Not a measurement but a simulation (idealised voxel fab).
Module name: voxel gate over fins (process module)
We display cut, a cross-section 255 nm in width whose square cells are each 5 nm.
Square cells in a grid make up a cross-section in this document, and the grid is given as bands, listed from the top down, each one or more rows of cells. Read a band's entry like this: the first values are the height of its top and the height of its bottom in nm, and what follows is the sequence of materials from left to right, each with its width in nm. Note that "air" is empty space, and that a single material marked "throughout" reaches across the band from edge to edge. Note: height 0 marks the level under which the wafer is uniformly one material as received. Lowest band unbounded below, written "0 nm and below". The notation "30..40" denotes a width that varies across the rows of cells in the band, beginning at the first number in the top row, finishing at the second number in the bottom row, and changing by an identical amount from each row to the next. Any step labelled "nothing was modified" changed none of the cells in the cross-section. For the entry "Catalogued sealed voids", the listed items are empty spaces with no open way to the top whose size is 8 cells or more; each item follows the pattern width x height at distance, where distance is from the left edge and all three are in nm. Whatever follows a step's settings on its line is a remark the simulator itself makes about that step. "overlay nm" denotes, for a step that has a mask, the displacement of the mask to the right of its planned place, with negative values corresponding to the left.

Planned step list for the process:
| 1 | RECEIVE,material Si |
| 2 | CONFORMAL_DEP,material SiN,thk nm 5 |
| 3 | MASKED_ETCH,tone cover,mask id FINS,width nm 15,pitch nm 50,etch materials SiN,depth nm 5,overlay nm 0 |
| 4 | MASKED_ETCH,tone cover,mask id FINS,width nm 15,pitch nm 50,etch materials Si,depth nm 30,overlay nm 0 |
| 5 | FILL_DEP,material SiO2,thk nm 10 |
| 6 | CMP,height nm 5 |
| 7 | MASKED_ETCH,tone open,mask id RAIL,width nm 15,etch materials SiO2,depth nm 30,overlay nm 0 |
| 8 | CONFORMAL_DEP,material TiN,thk nm 5 |
| 9 | FILL_DEP,material Ru,thk nm 5 |
| 10 | CMP,height nm 5 |
| 11 | SELECTIVE_ETCH,etch materials W Ru TiN,depth nm 20 |
| 12 | FILL_DEP,material SiO2,thk nm 5 |
| 13 | CMP,height nm 5 |
| 14 | SELECTIVE_ETCH,etch materials SiO2,depth nm 15 |
| 15 | STRIP,etch materials SiN |
| 16 | CONFORMAL_DEP,material HfO2,thk nm 5 |
| 17 | CONFORMAL_DEP,material TiN,thk nm 5 |
| 18 | CONFORMAL_DEP,material TiAl,thk nm 5 |
| 19 | CONFORMAL_DEP,material TiN,thk nm 5 |
| 20 | FILL_DEP,material W,thk nm 10 |
| 21 | CMP,height nm 25 |
| 22 | CONFORMAL_DEP,material SiCN,thk nm 5 |

Cross-section of the wafer at receipt, which is the condition after step 1:
> 0 nm and below: Si throughout
> Catalogued sealed voids: none

Here's the cross-section of the first of our two wafers at the end of the module - it ran as planned:
> 30 nm to 25 nm: SiCN throughout
> 25 nm to 20 nm: W throughout
> 20 nm to 15 nm: 50 W; 155 TiN; 50 W
> 15 nm to 10 nm: 50 W; 5 TiN; 45 TiAl; 5 TiN; 45 TiAl; 5 TiN; 45 TiAl; 5 TiN; 50 W
> 10 nm to 5 nm: 55 TiN; 5 TiAl; 35 TiN; 5 TiAl; 5 TiN; 5 TiAl; 35 TiN; 5 TiAl; 5 TiN; 5 TiAl; 35 TiN; 5 TiAl; 55 TiN
> 5 nm to 0 nm: 60 TiAl; 5 TiN; 25 HfO2; 5 TiN; 15 TiAl; 5 TiN; 25 HfO2; 5 TiN; 15 TiAl; 5 TiN; 25 HfO2; 5 TiN; 60 TiAl
> 0 nm to -5 nm: 65 TiN; 5 HfO2; 15 Si; 5 HfO2; 25 TiN; 5 HfO2; 15 Si; 5 HfO2; 25 TiN; 5 HfO2; 15 Si; 5 HfO2; 65 TiN
> -5 nm to -10 nm: 70 HfO2; 15 Si; 35 HfO2; 15 Si; 35 HfO2; 15 Si; 70 HfO2
> -10 nm to -15 nm: 70 SiO2; 15 Si; 35 SiO2; 15 Si; 35 SiO2; 15 Si; 70 SiO2
> -15 nm to -20 nm: 70 SiO2; 15 Si; 10 SiO2; 5 TiN; 5 Ru; 5 TiN; 10 SiO2; 15 Si; 35 SiO2; 15 Si; 70 SiO2
> -20 nm to -25 nm: 70 SiO2; 15 Si; 10 SiO2; 15 TiN; 10 SiO2; 15 Si; 35 SiO2; 15 Si; 70 SiO2
> -25 nm to -30 nm: 70 SiO2; 15 Si; 35 SiO2; 15 Si; 35 SiO2; 15 Si; 70 SiO2
> -30 nm and below: Si throughout
> Catalogued sealed voids: none

Same start, same plan as the first wafer - but one mistake in the run. Cross-section of the second of the two at the end of the module:
> 30 nm to 25 nm: SiCN throughout
> 25 nm to 20 nm: W throughout
> 20 nm to 15 nm: 50 W; 155 TiN; 50 W
> 15 nm to 10 nm: 50 W; 5 TiN; 45 TiAl; 5 TiN; 45 TiAl; 5 TiN; 45 TiAl; 5 TiN; 50 W
> 10 nm to 5 nm: 55 TiN; 5 TiAl; 35 TiN; 5 TiAl; 5 TiN; 5 TiAl; 35 TiN; 5 TiAl; 5 TiN; 5 TiAl; 35 TiN; 5 TiAl; 55 TiN
> 5 nm to 0 nm: 60 TiAl; 5 TiN; 25 HfO2; 5 TiN; 15 TiAl; 5 TiN; 25 HfO2; 5 TiN; 15 TiAl; 5 TiN; 25 HfO2; 5 TiN; 60 TiAl
> 0 nm to -5 nm: 65 TiN; 5 HfO2; 15 Si; 5 HfO2; 25 TiN; 5 HfO2; 15 Si; 5 HfO2; 25 TiN; 5 HfO2; 15 Si; 5 HfO2; 65 TiN
> -5 nm to -10 nm: 70 HfO2; 15 Si; 35 HfO2; 15 Si; 35 HfO2; 15 Si; 70 HfO2
> -10 nm to -15 nm: 70 SiO2; 15 Si; 35 SiO2; 15 Si; 35 SiO2; 15 Si; 70 SiO2
> -15 nm to -20 nm: 70 SiO2; 15 Si; 20 SiO2; 5 TiN; 5 Ru; 5 TiN; 15 Si; 35 SiO2; 15 Si; 70 SiO2
> -20 nm to -25 nm: 70 SiO2; 15 Si; 20 SiO2; 15 TiN; 15 Si; 35 SiO2; 15 Si; 70 SiO2
> -25 nm to -30 nm: 70 SiO2; 15 Si; 35 SiO2; 15 Si; 35 SiO2; 15 Si; 70 SiO2
> -30 nm and below: Si throughout
> Catalogued sealed voids: none
Diagnosis: step 7 ran differently from the plan; actual operation with settings: MASKED_ETCH,tone open,mask id RAIL,width nm 15,etch materials SiO2,depth nm 30,overlay nm 10
Upon completion, the cell count for each material on the second wafer equals that on the first, whereas the spatial distribution of those cells differs.
